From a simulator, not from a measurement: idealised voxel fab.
process module | voxel fin reveal
cross-section cut | 275 nm wide | cells 5 nm
A cross-section is a grid of square cells, given in bands from the top down. A band is one or more rows of cells.
Each band's line starts with the height of the band's top and of its bottom, in nm. Then come its materials from left to right, each with its width in nm. One material with "throughout" fills the band from edge to edge. "air" is empty space.
Height 0 is the level under which the wafer as received is all one material. The lowest band goes on downwards, as in "0 down".
A width such as "30 to 40" changes by the same amount from each row of cells to the next, from the band's top row to its bottom row.
"no change" after a step means that no cell of the cross-section changed.
closed voids: empty space of 8 cells or more with no open way to the top, each as width x height at its distance from the left edge, in nm
after a step's settings: what the simulator itself notes on the step
overlay nm, on a step with a mask: how far to the right of its planned place the mask lay; to the left if negative
plan
1 op RECEIVE | material Si
2 op CONFORMAL_DEP | material SiN | thk nm 5
3 op DIRECTIONAL_DEP | material aC | thk nm 10
4 op PATTERN | tone cover | mask id FINS | material resist | width nm 15 | pitch nm 35 | thk nm 25 | overlay nm 0
5 op DIRECTIONAL_ETCH | etch materials aC | depth nm 10
6 op STRIP | etch materials resist
7 op DIRECTIONAL_ETCH | etch materials SiN | depth nm 5
8 op DIRECTIONAL_ETCH | etch materials Si | depth nm 35
9 op STRIP | etch materials aC
10 op FILL_DEP | material SiO2 | thk nm 5
11 op CMP | height nm 5
12 op SELECTIVE_ETCH | etch materials SiO2 | depth nm 15
13 op STRIP | etch materials SiN
14 op CONFORMAL_DEP | material SiO2 | thk nm 5
as received, after step 1
  0 down: Si throughout
  closed voids: none
first wafer at the end, as planned
  5 to 0: air 90 | SiO2 25 | air 10 | SiO2 25 | air 10 | SiO2 25 | air 90
  0 to -5: air 90 | SiO2 5 | Si 15 | SiO2 5 | air 10 | SiO2 5 | Si 15 | SiO2 5 | air 10 | SiO2 5 | Si 15 | SiO2 5 | air 90
  -5 to -35: SiO2 95 | Si 15 | SiO2 20 | Si 15 | SiO2 20 | Si 15 | SiO2 95
  -35 down: Si throughout
  closed voids: none
second wafer at the end: like start, like plan, one mistake
  5 to 0: air 100 | SiO2 25 | air 10 | SiO2 25 | air 10 | SiO2 25 | air 80
  0 to -5: air 100 | SiO2 5 | Si 15 | SiO2 5 | air 10 | SiO2 5 | Si 15 | SiO2 5 | air 10 | SiO2 5 | Si 15 | SiO2 5 | air 80
  -5 to -35: SiO2 105 | Si 15 | SiO2 20 | Si 15 | SiO2 20 | Si 15 | SiO2 85
  -35 down: Si throughout
  closed voids: none
what went wrong: step 4 ran as: op PATTERN | tone cover | mask id FINS | material resist | width nm 15 | pitch nm 35 | thk nm 25 | overlay nm 10
at the end the second wafer has, in cells: as many of each material as the first, in other places
